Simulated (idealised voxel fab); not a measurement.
Documented hereafter: the process module known as voxel transistor to metal.
Cross-section cut: width 185 nm, square cells of 5 nm.
Cross-section, as written here: a square-cell grid given band by band from the top down, where a band holds one or more rows of cells.
The band entry comprises the height of the band's top followed by the height of its bottom, expressed in nm, and subsequently the band's materials from left to right, each stated together with its width in nm. Where a single material is marked with the word "edge to edge", that material fills the band from edge to edge. The word "empty" represents empty space.
We count height from 0. Below that, the starting wafer is all one material. The lowest band never ends at the bottom but goes on down; see "z 0 and below" for how that is written.
Quick explanation for "30->40": the width changes in equal steps down the rows of cells, from the first number in the band's top row to the second number in its bottom row.
Key: "nothing was modified" - step with no changed cell in the cross-section.
Voids not open to the top, 8 cells minimum: see "Cavities, sealed". Written width x height at distance; distance is from the left edge; nm.
Anything after a step's settings on that line? It's the simulator's own note about the step.
"overlay nm" denotes, for a step that has a mask, the displacement of the mask to the right of its planned place, with negative values corresponding to the left.
The steps planned for the process are as follows
1) RECEIVE, material Si
2) CONFORMAL_DEP, material SiO2, thk nm 5
3) CONFORMAL_DEP, material SiN, thk nm 10
4) DIRECTIONAL_DEP, material aC, thk nm 10
5) PATTERN, tone cover, mask id ACTIVE, material resist, width nm 100, thk nm 25, overlay nm 0
6) DIRECTIONAL_ETCH, etch materials aC, depth nm 10
7) STRIP, etch materials resist
8) DIRECTIONAL_ETCH, etch materials SiN, depth nm 10
9) DIRECTIONAL_ETCH, etch materials SiO2, depth nm 5
10) DIRECTIONAL_ETCH, etch materials Si, depth nm 25
11) STRIP, etch materials aC
12) OXIDIZE, depth nm 5
13) FILL_DEP, material SiO2, thk nm 5
14) CMP, height nm 15
15) SELECTIVE_ETCH, etch materials SiO2, depth nm 5
16) STRIP, etch materials SiN
17) SELECTIVE_ETCH, etch materials SiO2, depth nm 5
18) OXIDIZE, depth nm 5
19) DIRECTIONAL_DEP, material polySi, thk nm 30
20) DIRECTIONAL_DEP, material SiCN, thk nm 15
21) DIRECTIONAL_DEP, material aC, thk nm 15
22) PATTERN, tone cover, mask id GATE, material resist, width nm 30, thk nm 35, overlay nm 0
23) DIRECTIONAL_ETCH, etch materials aC, depth nm 15
24) STRIP, etch materials resist
25) DIRECTIONAL_ETCH, etch materials SiCN, depth nm 25
26) DIRECTIONAL_ETCH, etch materials polySi, depth nm 40
27) STRIP, etch materials aC
28) CONFORMAL_DEP, material SiN, thk nm 5
29) DIRECTIONAL_ETCH, etch materials SiN, depth nm 5
30) DIRECTIONAL_ETCH, etch materials SiO2, depth nm 5
31) DIRECTIONAL_ETCH, etch materials Si, depth nm 10
32) EPI, material SiGe, thk nm 10
33) FILL_DEP, material SiO2, thk nm 5
34) CMP, height nm 30
35) STRIP, etch materials polySi
36) SELECTIVE_ETCH, etch materials SiO2, depth nm 5
37) CONFORMAL_DEP, material HfO2, thk nm 5
38) CONFORMAL_DEP, material TiN, thk nm 5
39) FILL_DEP, material W, thk nm 5
40) CMP, height nm 25
41) DIRECTIONAL_DEP, material SiO2, thk nm 15
42) PATTERN, tone open, mask id CONTACT, material resist, width nm 15, pitch nm 75, thk nm 20, overlay nm 0
43) DIRECTIONAL_ETCH, etch materials SiO2, depth nm 45
44) STRIP, etch materials resist
45) CONFORMAL_DEP, material TiN, thk nm 5
46) FILL_DEP, material W, thk nm 10
47) CMP, height nm 40
48) CONFORMAL_DEP, material SiCN, thk nm 5
49) DIRECTIONAL_DEP, material lowk, thk nm 15
50) MASKED_ETCH, tone open, mask id METAL_1, width nm 15, pitch nm 75, etch materials lowk, depth nm 15, overlay nm 0
51) MASKED_ETCH, tone open, mask id METAL_1, width nm 15, pitch nm 75, etch materials SiCN, depth nm 5, overlay nm 0
52) CONFORMAL_DEP, material TiN, thk nm 5
53) FILL_DEP, material Cu, thk nm 5
54) CMP, height nm 60
55) CONFORMAL_DEP, material SiCN, thk nm 5
56) DIRECTIONAL_DEP, material lowk, thk nm 35
57) DIRECTIONAL_DEP, material aC, thk nm 10
58) PATTERN, tone open, mask id METAL_2, material resist, width nm 15, pitch nm 75, thk nm 25, overlay nm 0
59) DIRECTIONAL_ETCH, etch materials aC, depth nm 10
60) STRIP, etch materials resist
61) DIRECTIONAL_ETCH, etch materials lowk, depth nm 20
62) STRIP, etch materials aC
63) DIRECTIONAL_DEP, material aC, thk nm 15
64) PATTERN, tone open, mask id METAL_2_HOLES, material resist, width nm 15, pitch nm 75, thk nm 30, overlay nm 0
65) DIRECTIONAL_ETCH, etch materials aC, depth nm 15
66) STRIP, etch materials resist
67) DIRECTIONAL_ETCH, etch materials lowk, depth nm 15
68) DIRECTIONAL_ETCH, etch materials SiCN, depth nm 5
69) STRIP, etch materials aC
70) CONFORMAL_DEP, material TiN, thk nm 5
71) FILL_DEP, material Cu, thk nm 10
72) CMP, height nm 100
73) CONFORMAL_DEP, material SiCN, thk nm 5
First of two wafers - as planned
Shown in cross-section is the wafer as received, that is, as it stands after step 1
- z 0 and below  Si edge to edge
- Cavities, sealed: none
After step 2, in cross-section
- z 5 to 0  SiO2 edge to edge
- Anything lower than 0 is untouched.
After step 3, in cross-section
- z 15 to 5  SiN edge to edge
- Anything lower than 5 is untouched.
After step 4, in cross-section
- z 25 to 15  aC edge to edge
- Anything lower than 15 is untouched.
After step 5, in cross-section
- z 50 to 25  empty=40, then resist=100, then empty=45
- Anything lower than 25 is untouched.
After step 6, in cross-section
- z 40 to 25  empty=40, then resist=100, then empty=45
- z 25 to 15  empty=40, then aC=100, then empty=45
- Anything lower than 15 is untouched.
After step 7, in cross-section
- z 25 to 15  empty=40, then aC=100, then empty=45
- Anything lower than 15 is untouched.
After step 8, in cross-section
- z 25 to 15  empty=40, then aC=100, then empty=45
- z 15 to 5  empty=40, then SiN=100, then empty=45
- Anything lower than 5 is untouched.
After step 9, in cross-section
- z 25 to 15  empty=40, then aC=100, then empty=45
- z 15 to 5  empty=40, then SiN=100, then empty=45
- z 5 to 0  empty=40, then SiO2=100, then empty=45
- Anything lower than 0 is untouched.
After step 10, in cross-section
- z 25 to 15  empty=40, then aC=100, then empty=45
- z 15 to 5  empty=40, then SiN=100, then empty=45
- z 5 to 0  empty=40, then SiO2=100, then empty=45
- z 0 to -25  empty=40, then Si=100, then empty=45
- Anything lower than -25 is untouched.
After step 11, in cross-section
- z 15 to 5  empty=40, then SiN=100, then empty=45
- Anything lower than 5 is untouched.
After step 12, in cross-section
- z 15 to 5  empty=40, then SiN=100, then empty=45
- z 5 to 0  empty=40, then SiO2=100, then empty=45
- z 0 to -25  empty=40, then SiO2=5, then Si=90, then SiO2=5, then empty=45
- z -25 to -30  SiO2=45, then Si=90, then SiO2=50
- Anything lower than -30 is untouched.
After step 13, in cross-section
- z 20 to 15  SiO2 edge to edge
- z 15 to 5  SiO2=40, then SiN=100, then SiO2=45
- z 5 to 0  SiO2 edge to edge
- z 0 to -30  SiO2=45, then Si=90, then SiO2=50
- Anything lower than -30 is untouched.
After step 14, in cross-section
- z 15 to 5  SiO2=40, then SiN=100, then SiO2=45
- Anything lower than 5 is untouched.
After step 15, in cross-section
- z 15 to 10  empty=40, then SiN=100, then empty=45
- Anything lower than 10 is untouched.
After step 16, in cross-section
- z 10 to 5  SiO2=40, then empty=100, then SiO2=45
- Anything lower than 5 is untouched.
After step 17, in cross-section
- z 5 to 0  SiO2=35, then empty=110, then SiO2=40
- Anything lower than 0 is untouched.
After step 18, in cross-section
- z 5 to 0  SiO2=35, then empty=110, then SiO2=40
- z 0 to -5  SiO2 edge to edge
- Anything lower than -5 is untouched.
After step 19, in cross-section
- z 35 to 30  polySi=35, then empty=110, then polySi=40
- z 30 to 5  polySi edge to edge
- z 5 to 0  SiO2=35, then polySi=110, then SiO2=40
- Anything lower than 0 is untouched.
After step 20, in cross-section
- z 50 to 45  SiCN=35, then empty=110, then SiCN=40
- z 45 to 35  SiCN edge to edge
- z 35 to 30  polySi=35, then SiCN=110, then polySi=40
- Anything lower than 30 is untouched.
After step 21, in cross-section
- z 65 to 60  aC=35, then empty=110, then aC=40
- z 60 to 50  aC edge to edge
- z 50 to 45  SiCN=35, then aC=110, then SiCN=40
- Anything lower than 45 is untouched.
After step 22, in cross-section
- z 100 to 65  empty=75, then resist=30, then empty=80
- z 65 to 60  aC=35, then empty=40, then resist=30, then empty=40, then aC=40
- Anything lower than 60 is untouched.
After step 23, in cross-section
- z 85 to 60  empty=75, then resist=30, then empty=80
- z 60 to 50  empty=75, then aC=30, then empty=80
- z 50 to 45  SiCN=35, then empty=40, then aC=30, then empty=40, then SiCN=40
- Anything lower than 45 is untouched.
After step 24, in cross-section
- z 60 to 50  empty=75, then aC=30, then empty=80
- Anything lower than 50 is untouched.
After step 25, in cross-section
- z 60 to 45  empty=75, then aC=30, then empty=80
- z 45 to 35  empty=75, then SiCN=30, then empty=80
- z 35 to 30  polySi=35, then empty=40, then SiCN=30, then empty=40, then polySi=40
- Anything lower than 30 is untouched.
After step 26, in cross-section
- z 60 to 45  empty=75, then aC=30, then empty=80
- z 45 to 30  empty=75, then SiCN=30, then empty=80
- z 30 to 5  empty=75, then polySi=30, then empty=80
- z 5 to 0  SiO2=35, then empty=40, then polySi=30, then empty=40, then SiO2=40
- Anything lower than 0 is untouched.
After step 27, in cross-section
- z 45 to 30  empty=75, then SiCN=30, then empty=80
- Anything lower than 30 is untouched.
After step 28, in cross-section
- z 50 to 45  empty=70, then SiN=40, then empty=75
- z 45 to 30  empty=70, then SiN=5, then SiCN=30, then SiN=5, then empty=75
- z 30 to 10  empty=70, then SiN=5, then polySi=30, then SiN=5, then empty=75
- z 10 to 5  SiN=40, then empty=30, then SiN=5, then polySi=30, then SiN=5, then empty=30, then SiN=45
- z 5 to 0  SiO2=35, then SiN=40, then polySi=30, then SiN=40, then SiO2=40
- Anything lower than 0 is untouched.
After step 29, in cross-section
- z 45 to 30  empty=70, then SiN=5, then SiCN=30, then SiN=5, then empty=75
- z 30 to 5  empty=70, then SiN=5, then polySi=30, then SiN=5, then empty=75
- z 5 to 0  SiO2=35, then SiN=5, then empty=30, then SiN=5, then polySi=30, then SiN=5, then empty=30, then SiN=5, then SiO2=40
- Anything lower than 0 is untouched.
After step 30, in cross-section
- z 45 to 30  empty=70, then SiN=5, then SiCN=30, then SiN=5, then empty=75
- z 30 to 5  empty=70, then SiN=5, then polySi=30, then SiN=5, then empty=75
- z 5 to 0  empty=35, then SiN=5, then empty=30, then SiN=5, then polySi=30, then SiN=5, then empty=30, then SiN=5, then empty=40
- z 0 to -5  SiO2=40, then empty=30, then SiO2=40, then empty=30, then SiO2=45
- Anything lower than -5 is untouched.
After step 31, in cross-section
- z 45 to 30  empty=70, then SiN=5, then SiCN=30, then SiN=5, then empty=75
- z 30 to 5  empty=70, then SiN=5, then polySi=30, then SiN=5, then empty=75
- z 5 to 0  empty=35, then SiN=5, then empty=30, then SiN=5, then polySi=30, then SiN=5, then empty=30, then SiN=5, then empty=40
- z 0 to -5  SiO2=40, then empty=30, then SiO2=40, then empty=30, then SiO2=45
- z -5 to -15  SiO2=45, then empty=25, then Si=40, then empty=25, then SiO2=50
- Anything lower than -15 is untouched.
After step 32, in cross-section
- z 45 to 30  empty=70, then SiN=5, then SiCN=30, then SiN=5, then empty=75
- z 30 to 5  empty=70, then SiN=5, then polySi=30, then SiN=5, then empty=75
- z 5 to 0  empty=35, then SiN=5, then empty=20, then SiGe=10, then SiN=5, then polySi=30, then SiN=5, then SiGe=10, then empty=20, then SiN=5, then empty=40
- z 0 to -5  SiO2=40, then empty=20, then SiGe=10, then SiO2=40, then SiGe=10, then empty=20, then SiO2=45
- z -5 to -15  SiO2=45, then SiGe=25, then Si=40, then SiGe=25, then SiO2=50
- Anything lower than -15 is untouched.
After step 33, in cross-section
- z 50 to 45  SiO2 edge to edge
- z 45 to 30  SiO2=70, then SiN=5, then SiCN=30, then SiN=5, then SiO2=75
- z 30 to 5  SiO2=70, then SiN=5, then polySi=30, then SiN=5, then SiO2=75
- z 5 to 0  SiO2=35, then SiN=5, then SiO2=20, then SiGe=10, then SiN=5, then polySi=30, then SiN=5, then SiGe=10, then SiO2=20, then SiN=5, then SiO2=40
- z 0 to -5  SiO2=60, then SiGe=10, then SiO2=40, then SiGe=10, then SiO2=65
- Anything lower than -5 is untouched.
After step 34, in cross-section
- z 30 to 5  SiO2=70, then SiN=5, then polySi=30, then SiN=5, then SiO2=75
- Anything lower than 5 is untouched.
After step 35, in cross-section
- z 30 to 5  SiO2=70, then SiN=5, then empty=30, then SiN=5, then SiO2=75
- z 5 to 0  SiO2=35, then SiN=5, then SiO2=20, then SiGe=10, then SiN=5, then empty=30, then SiN=5, then SiGe=10, then SiO2=20, then SiN=5, then SiO2=40
- Anything lower than 0 is untouched.
After step 36, in cross-section
- z 30 to 25  empty=70, then SiN=5, then empty=30, then SiN=5, then empty=75
- z 25 to 5  SiO2=70, then SiN=5, then empty=30, then SiN=5, then SiO2=75
- z 5 to 0  SiO2=35, then SiN=5, then SiO2=20, then SiGe=10, then SiN=5, then empty=30, then SiN=5, then SiGe=10, then SiO2=20, then SiN=5, then SiO2=40
- z 0 to -5  SiO2=60, then SiGe=10, then empty=40, then SiGe=10, then SiO2=65
- Anything lower than -5 is untouched.
After step 37, in cross-section
- z 35 to 30  empty=65, then HfO2=15, then empty=20, then HfO2=15, then empty=70
- z 30 to 25  HfO2=70, then SiN=5, then HfO2=5, then empty=20, then HfO2=5, then SiN=5, then HfO2=75
- z 25 to 5  SiO2=70, then SiN=5, then HfO2=5, then empty=20, then HfO2=5, then SiN=5, then SiO2=75
- z 5 to 0  SiO2=35, then SiN=5, then SiO2=20, then SiGe=10, then SiN=5, then HfO2=5, then empty=20, then HfO2=5, then SiN=5, then SiGe=10, then SiO2=20, then SiN=5, then SiO2=40
- z 0 to -5  SiO2=60, then SiGe=10, then HfO2=40, then SiGe=10, then SiO2=65
- Anything lower than -5 is untouched.
After step 38, in cross-section
- z 40 to 35  empty=60, then TiN=25, then empty=10, then TiN=25, then empty=65
- z 35 to 30  TiN=65, then HfO2=15, then TiN=5, then empty=10, then TiN=5, then HfO2=15, then TiN=70
- z 30 to 25  HfO2=70, then SiN=5, then HfO2=5, then TiN=5, then empty=10, then TiN=5, then HfO2=5, then SiN=5, then HfO2=75
- z 25 to 5  SiO2=70, then SiN=5, then HfO2=5, then TiN=5, then empty=10, then TiN=5, then HfO2=5, then SiN=5, then SiO2=75
- z 5 to 0  SiO2=35, then SiN=5, then SiO2=20, then SiGe=10, then SiN=5, then HfO2=5, then TiN=20, then HfO2=5, then SiN=5, then SiGe=10, then SiO2=20, then SiN=5, then SiO2=40
- Anything lower than 0 is untouched.
After step 39, in cross-section
- z 45 to 40  W edge to edge
- z 40 to 35  W=60, then TiN=25, then W=10, then TiN=25, then W=65
- z 35 to 30  TiN=65, then HfO2=15, then TiN=5, then W=10, then TiN=5, then HfO2=15, then TiN=70
- z 30 to 25  HfO2=70, then SiN=5, then HfO2=5, then TiN=5, then W=10, then TiN=5, then HfO2=5, then SiN=5, then HfO2=75
- z 25 to 5  SiO2=70, then SiN=5, then HfO2=5, then TiN=5, then W=10, then TiN=5, then HfO2=5, then SiN=5, then SiO2=75
- Anything lower than 5 is untouched.
After step 40, in cross-section
- z 25 to 5  SiO2=70, then SiN=5, then HfO2=5, then TiN=5, then W=10, then TiN=5, then HfO2=5, then SiN=5, then SiO2=75
- Anything lower than 5 is untouched.
After step 41, in cross-section
- z 40 to 25  SiO2 edge to edge
- Anything lower than 25 is untouched.
After step 42, in cross-section
- z 60 to 40  resist=45, then empty=15, then resist=60, then empty=15, then resist=50
- Anything lower than 40 is untouched.
After step 43, in cross-section
- z 60 to 40  resist=45, then empty=15, then resist=60, then empty=15, then resist=50
- z 40 to 25  SiO2=45, then empty=15, then SiO2=60, then empty=15, then SiO2=50
- z 25 to 5  SiO2=45, then empty=15, then SiO2=10, then SiN=5, then HfO2=5, then TiN=5, then W=10, then TiN=5, then HfO2=5, then SiN=5, then SiO2=10, then empty=15, then SiO2=50
- z 5 to 0  SiO2=35, then SiN=5, then SiO2=5, then empty=15, then SiGe=10, then SiN=5, then HfO2=5, then TiN=20, then HfO2=5, then SiN=5, then SiGe=10, then empty=15, then SiO2=5, then SiN=5, then SiO2=40
- z 0 to -5  SiO2=45, then empty=15, then SiGe=10, then HfO2=40, then SiGe=10, then empty=15, then SiO2=50
- Anything lower than -5 is untouched.
After step 44, in cross-section
- z 40 to 25  SiO2=45, then empty=15, then SiO2=60, then empty=15, then SiO2=50
- Anything lower than 25 is untouched.
After step 45, in cross-section
- z 45 to 40  TiN=50, then empty=5, then TiN=70, then empty=5, then TiN=55
- z 40 to 25  SiO2=45, then TiN=5, then empty=5, then TiN=5, then SiO2=60, then TiN=5, then empty=5, then TiN=5, then SiO2=50
- z 25 to 5  SiO2=45, then TiN=5, then empty=5, then TiN=5, then SiO2=10, then SiN=5, then HfO2=5, then TiN=5, then W=10, then TiN=5, then HfO2=5, then SiN=5, then SiO2=10, then TiN=5, then empty=5, then TiN=5, then SiO2=50
- z 5 to 0  SiO2=35, then SiN=5, then SiO2=5, then TiN=5, then empty=5, then TiN=5, then SiGe=10, then SiN=5, then HfO2=5, then TiN=20, then HfO2=5, then SiN=5, then SiGe=10, then TiN=5, then empty=5, then TiN=5, then SiO2=5, then SiN=5, then SiO2=40
- z 0 to -5  SiO2=45, then TiN=15, then SiGe=10, then HfO2=40, then SiGe=10, then TiN=15, then SiO2=50
- Anything lower than -5 is untouched.
After step 46, in cross-section
- z 55 to 45  W edge to edge
- z 45 to 40  TiN=50, then W=5, then TiN=70, then W=5, then TiN=55
- z 40 to 25  SiO2=45, then TiN=5, then W=5, then TiN=5, then SiO2=60, then TiN=5, then W=5, then TiN=5, then SiO2=50
- z 25 to 5  SiO2=45, then TiN=5, then W=5, then TiN=5, then SiO2=10, then SiN=5, then HfO2=5, then TiN=5, then W=10, then TiN=5, then HfO2=5, then SiN=5, then SiO2=10, then TiN=5, then W=5, then TiN=5, then SiO2=50
- z 5 to 0  SiO2=35, then SiN=5, then SiO2=5, then TiN=5, then W=5, then TiN=5, then SiGe=10, then SiN=5, then HfO2=5, then TiN=20, then HfO2=5, then SiN=5, then SiGe=10, then TiN=5, then W=5, then TiN=5, then SiO2=5, then SiN=5, then SiO2=40
- Anything lower than 0 is untouched.
After step 47, in cross-section
- z 40 to 25  SiO2=45, then TiN=5, then W=5, then TiN=5, then SiO2=60, then TiN=5, then W=5, then TiN=5, then SiO2=50
- Anything lower than 25 is untouched.
After step 48, in cross-section
- z 45 to 40  SiCN edge to edge
- Anything lower than 40 is untouched.
After step 49, in cross-section
- z 60 to 45  lowk edge to edge
- Anything lower than 45 is untouched.
After step 50, in cross-section
- z 60 to 45  lowk=45, then empty=15, then lowk=60, then empty=15, then lowk=50
- Anything lower than 45 is untouched.
After step 51, in cross-section
- z 60 to 45  lowk=45, then empty=15, then lowk=60, then empty=15, then lowk=50
- z 45 to 40  SiCN=45, then empty=15, then SiCN=60, then empty=15, then SiCN=50
- Anything lower than 40 is untouched.
After step 52, in cross-section
- z 65 to 60  TiN=50, then empty=5, then TiN=70, then empty=5, then TiN=55
- z 60 to 45  lowk=45, then TiN=5, then empty=5, then TiN=5, then lowk=60, then TiN=5, then empty=5, then TiN=5, then lowk=50
- z 45 to 40  SiCN=45, then TiN=15, then SiCN=60, then TiN=15, then SiCN=50
- Anything lower than 40 is untouched.
After step 53, in cross-section
- z 70 to 65  Cu edge to edge
- z 65 to 60  TiN=50, then Cu=5, then TiN=70, then Cu=5, then TiN=55
- z 60 to 45  lowk=45, then TiN=5, then Cu=5, then TiN=5, then lowk=60, then TiN=5, then Cu=5, then TiN=5, then lowk=50
- Anything lower than 45 is untouched.
After step 54, in cross-section
- z 60 to 45  lowk=45, then TiN=5, then Cu=5, then TiN=5, then lowk=60, then TiN=5, then Cu=5, then TiN=5, then lowk=50
- Anything lower than 45 is untouched.
After step 55, in cross-section
- z 65 to 60  SiCN edge to edge
- Anything lower than 60 is untouched.
After step 56, in cross-section
- z 100 to 65  lowk edge to edge
- Anything lower than 65 is untouched.
After step 57, in cross-section
- z 110 to 100  aC edge to edge
- Anything lower than 100 is untouched.
After step 58, in cross-section
- z 135 to 110  resist=45, then empty=15, then resist=60, then empty=15, then resist=50
- Anything lower than 110 is untouched.
After step 59, in cross-section
- z 125 to 110  resist=45, then empty=15, then resist=60, then empty=15, then resist=50
- z 110 to 100  aC=45, then empty=15, then aC=60, then empty=15, then aC=50
- Anything lower than 100 is untouched.
After step 60, in cross-section
- z 110 to 100  aC=45, then empty=15, then aC=60, then empty=15, then aC=50
- Anything lower than 100 is untouched.
After step 61, in cross-section
- z 110 to 100  aC=45, then empty=15, then aC=60, then empty=15, then aC=50
- z 100 to 80  lowk=45, then empty=15, then lowk=60, then empty=15, then lowk=50
- Anything lower than 80 is untouched.
After step 62, in cross-section
- z 100 to 80  lowk=45, then empty=15, then lowk=60, then empty=15, then lowk=50
- Anything lower than 80 is untouched.
After step 63, in cross-section
- z 115 to 100  aC=45, then empty=15, then aC=60, then empty=15, then aC=50
- z 100 to 95  lowk=45, then empty=15, then lowk=60, then empty=15, then lowk=50
- z 95 to 80  lowk=45, then aC=15, then lowk=60, then aC=15, then lowk=50
- Anything lower than 80 is untouched.
After step 64, in cross-section
- z 145 to 115  resist=45, then empty=15, then resist=60, then empty=15, then resist=50
- Anything lower than 115 is untouched.
After step 65, in cross-section
- z 130 to 115  resist=45, then empty=15, then resist=60, then empty=15, then resist=50
- z 115 to 100  aC=45, then empty=15, then aC=60, then empty=15, then aC=50
- z 100 to 80  lowk=45, then empty=15, then lowk=60, then empty=15, then lowk=50
- Anything lower than 80 is untouched.
After step 66, in cross-section
- z 115 to 100  aC=45, then empty=15, then aC=60, then empty=15, then aC=50
- Anything lower than 100 is untouched.
After step 67, in cross-section
- z 115 to 100  aC=45, then empty=15, then aC=60, then empty=15, then aC=50
- z 100 to 65  lowk=45, then empty=15, then lowk=60, then empty=15, then lowk=50
- Anything lower than 65 is untouched.
After step 68, in cross-section
- z 115 to 100  aC=45, then empty=15, then aC=60, then empty=15, then aC=50
- z 100 to 65  lowk=45, then empty=15, then lowk=60, then empty=15, then lowk=50
- z 65 to 60  SiCN=45, then empty=15, then SiCN=60, then empty=15, then SiCN=50
- Anything lower than 60 is untouched.
After step 69, in cross-section
- z 100 to 65  lowk=45, then empty=15, then lowk=60, then empty=15, then lowk=50
- Anything lower than 65 is untouched.
After step 70, in cross-section
- z 105 to 100  TiN=50, then empty=5, then TiN=70, then empty=5, then TiN=55
- z 100 to 65  lowk=45, then TiN=5, then empty=5, then TiN=5, then lowk=60, then TiN=5, then empty=5, then TiN=5, then lowk=50
- z 65 to 60  SiCN=45, then TiN=15, then SiCN=60, then TiN=15, then SiCN=50
- Anything lower than 60 is untouched.
After step 71, in cross-section
- z 115 to 105  Cu edge to edge
- z 105 to 100  TiN=50, then Cu=5, then TiN=70, then Cu=5, then TiN=55
- z 100 to 65  lowk=45, then TiN=5, then Cu=5, then TiN=5, then lowk=60, then TiN=5, then Cu=5, then TiN=5, then lowk=50
- Anything lower than 65 is untouched.
After step 72, in cross-section
- z 100 to 65  lowk=45, then TiN=5, then Cu=5, then TiN=5, then lowk=60, then TiN=5, then Cu=5, then TiN=5, then lowk=50
- Anything lower than 65 is untouched.
After step 73, in cross-section
- z 105 to 100  SiCN edge to edge
- Anything lower than 100 is untouched.
The second wafer was prepared from the same starting point and under the same plan as the first; its processing contained one mistake, and it remains indistinguishable from the first wafer up to and including step 70
Look at the second wafer in cross-section at the time step 71 ought to have finished
- z 115 to 105  polySi edge to edge
- z 105 to 100  TiN=50, then polySi=5, then TiN=70, then polySi=5, then TiN=55
- z 100 to 65  lowk=45, then TiN=5, then polySi=5, then TiN=5, then lowk=60, then TiN=5, then polySi=5, then TiN=5, then lowk=50
- Anything lower than 65 is untouched.
Look at the second wafer in cross-section at the time step 72 ought to have finished
- z 100 to 65  lowk=45, then TiN=5, then polySi=5, then TiN=5, then lowk=60, then TiN=5, then polySi=5, then TiN=5, then lowk=50
- Anything lower than 65 is untouched.
Look at the second wafer in cross-section at the time step 73 ought to have finished
- z 105 to 100  SiCN edge to edge
- Anything lower than 100 is untouched.
The plan and the run diverged here: planned and actual differ for step 71; actual: FILL_DEP, material polySi, thk nm 10
Looking at both finished wafers in cells, the second ends up ahead of or behind the first on some materials: Cu -14 | polySi +14
